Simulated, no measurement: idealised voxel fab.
process module | voxel ribs on slabs
cross-section cut | 205 nm wide | cells 5 nm
A cross-section is a grid of square cells, given in bands from the top down. A band is one or more rows of cells.
Each band's line starts with the height of the band's top and of its bottom, in nm. Then come its materials from left to right, each with its width in nm. One material with "throughout" fills the band from edge to edge. "air" is empty space.
Height 0 is the level under which the wafer as received is all one material. The lowest band goes on downwards, as in "0 down".
A width such as "30 to 40" changes by the same amount from each row of cells to the next, from the band's top row to its bottom row.
"no change" after a step means that no cell of the cross-section changed.
closed voids: empty space of 8 cells or more with no open way to the top, each as width x height at its distance from the left edge, in nm
after a step's settings: what the simulator itself notes on the step
overlay nm, on a step with a mask: how far to the right of its planned place the mask lay; to the left if negative
plan
1 op RECEIVE | material Si
2 op DIRECTIONAL_DEP | material SiO2 | thk nm 25
3 op DIRECTIONAL_DEP | material polySi | thk nm 20
4 op PATTERN | tone cover | mask id RIB | material resist | width nm 30 | thk nm 20 | overlay nm 0
5 op DIRECTIONAL_ETCH | etch materials polySi | depth nm 10
6 op STRIP | etch materials resist
7 op MASKED_ETCH | tone cover | mask id SLAB | width nm 60 | etch materials polySi | depth nm 10 | overlay nm 0
8 op FILL_DEP | material SiO2 | thk nm 25
9 op CMP | height nm 60
10 op DIRECTIONAL_DEP | material TiN | thk nm 5
11 op PATTERN | tone cover | mask id HEATER | material resist | width nm 40 | thk nm 20 | overlay nm 0
12 op DIRECTIONAL_ETCH | etch materials TiN | depth nm 5
13 op STRIP | etch materials resist
14 op CONFORMAL_DEP | material SiO2 | thk nm 10
as received, after step 1
  0 down: Si throughout
  closed voids: none
a wafer at the end: this start, this plan, one mistake
  70 to 65: air 70 | SiO2 60 | air 75
  65 to 60: SiO2 throughout
  60 to 55: SiO2 80 | TiN 40 | SiO2 85
  55 to 45: SiO2 throughout
  45 to 35: SiO2 85 | polySi 30 | SiO2 90
  35 to 25: SiO2 70 | polySi 60 | SiO2 75
  25 to 0: SiO2 throughout
  0 down: Si throughout
  closed voids: none
what went wrong: step 9 ran as: op CMP | height nm 55
